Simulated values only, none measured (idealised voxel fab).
process module | voxel local oxidation
cross-section cut | 235 nm wide | cells 5 nm
A cross-section is a grid of square cells, given in bands from the top down. A band is one or more rows of cells.
Each band's line starts with the height of the band's top and of its bottom, in nm. Then come its materials from left to right, each with its width in nm. One material with "throughout" fills the band from edge to edge. "air" is empty space.
Height 0 is the level under which the wafer as received is all one material. The lowest band goes on downwards, as in "0 down".
A width such as "30 to 40" changes by the same amount from each row of cells to the next, from the band's top row to its bottom row.
"no change" after a step means that no cell of the cross-section changed.
closed voids: empty space of 8 cells or more with no open way to the top, each as width x height at its distance from the left edge, in nm
after a step's settings: what the simulator itself notes on the step
overlay nm, on a step with a mask: how far to the right of its planned place the mask lay; to the left if negative
plan
1 op RECEIVE | material Si
2 op OXIDIZE | depth nm 5
3 op CONFORMAL_DEP | material SiN | thk nm 15
4 op MASKED_ETCH | tone cover | mask id ACTIVE | width nm 110 | etch materials SiN | depth nm 15 | overlay nm 0
5 op SELECTIVE_ETCH | etch materials SiO2 | depth nm 5
6 op OXIDIZE | depth nm 10
7 op STRIP | etch materials SiN
as received, after step 1
  0 down: Si throughout
  closed voids: none
first wafer at the end, as planned
  0 to -5: air 65 | SiO2 100 | air 70
  -5 to -15: SiO2 75 | Si 80 | SiO2 80
  -15 down: Si throughout
  closed voids: none
second wafer at the end: like start, like plan, one mistake
  0 to -5: air 65 | SiO2 105 | air 65
  -5 to -15: SiO2 75 | Si 85 | SiO2 75
  -15 down: Si throughout
  closed voids: none
what went wrong: step 4 ran as: op MASKED_ETCH | tone cover | mask id ACTIVE | width nm 115 | etch materials SiN | depth nm 15 | overlay nm 0
at the end the second wafer has, in cells: 2 more of Si | 1 fewer of SiO2
